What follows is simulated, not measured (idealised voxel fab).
Proc. module: voxel self aligned vias
Xsec cut, 295 nm wide, square cell size 5 nm.
How to read a cross-section here: the picture is a grid of square cells, written as bands going from the top down, and any band can span one or more rows of cells.
Top height, bottom height, nm. Materials left to right, width each, nm. Single material + "throughout" = fills band edge to edge. "air" = empty.
Heights from 0 (as-received wafer is one material below). Bottom band endless downward, as "top 0, no bottom".
Quick explanation for "30 to 40": the width changes in equal steps down the rows of cells, from the first number in the band's top row to the second number in its bottom row.
For the purposes of this document, the phrase "nothing got changed" attached to a step denotes that no cell within the cross-section was modified by that step.
Reported under the label "Trapped cavities" are the empty spaces having no open way to the top and comprising 8 cells or more; the notation for each is width x height at distance, in which the distance is measured from the left edge and all three values are in nm.
Anything after a step's settings on that line? It's the simulator's own note about the step.
Regarding "overlay nm": on a step with a mask, it is the distance the mask lay to the right of its planned place; a negative value places it to the left.
Process steps foreseen in the plan:
1) RECEIVE (material Si)
2) CONFORMAL_DEP (material SiO2; thk nm 15)
3) CONFORMAL_DEP (material SiCN; thk nm 5)
4) DIRECTIONAL_DEP (material SiO2; thk nm 20)
5) PATTERN (tone open; mask id LINES; material resist; width nm 20; pitch nm 60; thk nm 15; overlay nm 0)
6) DIRECTIONAL_ETCH (etch materials SiO2; depth nm 20)
7) STRIP (etch materials resist)
8) CONFORMAL_DEP (material TiN; thk nm 5)
9) FILL_DEP (material Ru; thk nm 5)
10) CMP (height nm 40)
11) SELECTIVE_ETCH (etch materials W Ru TiN; depth nm 5)
12) FILL_DEP (material SiN; thk nm 5)
13) CMP (height nm 40)
14) DIRECTIONAL_DEP (material SiO2; thk nm 10)
15) PATTERN (tone open; mask id VIAS; material resist; width nm 30; pitch nm 60; thk nm 20; overlay nm 0)
16) DIRECTIONAL_ETCH (etch materials SiO2; depth nm 20)
17) DIRECTIONAL_ETCH (etch materials SiN; depth nm 5)
18) STRIP (etch materials resist)
19) CONFORMAL_DEP (material TiN; thk nm 5)
20) FILL_DEP (material Cu; thk nm 10)
21) CMP (height nm 60)
22) CONFORMAL_DEP (material SiN; thk nm 5)
All wafers enter the flow in the same state. The thk nm at step 14 differs from wafer to wafer, and the plan gives the value for the first wafer.
The first of several wafers, as received after step 1, seen in section:
top 0, no bottom: Si throughout
Trapped cavities: none
Per wafer (row), end of module: delta in cells per material since receipt, (+) for gained, (-) for lost; closed voids after that:
thk nm 10; +95 Cu; +12 Ru; +59 SiCN; +59 SiN; +435 SiO2; +107 TiN; Trapped cavities: none
thk nm 15; +48 Cu; +12 Ru; +59 SiCN; +59 SiN; +482 SiO2; +107 TiN; Trapped cavities: none
thk nm 20; +42 Cu; +12 Ru; +59 SiCN; +59 SiN; +529 SiO2; +66 TiN; Trapped cavities: none
thk nm 25; +24 Cu; +12 Ru; +59 SiCN; +71 SiN; +547 SiO2; +54 TiN; Trapped cavities: none
thk nm 30; +12 Cu; +12 Ru; +59 SiCN; +71 SiN; +565 SiO2; +48 TiN; Trapped cavities: none
thk nm 35; +12 Ru; +59 SiCN; +71 SiN; +583 SiO2; +42 TiN; Trapped cavities: none
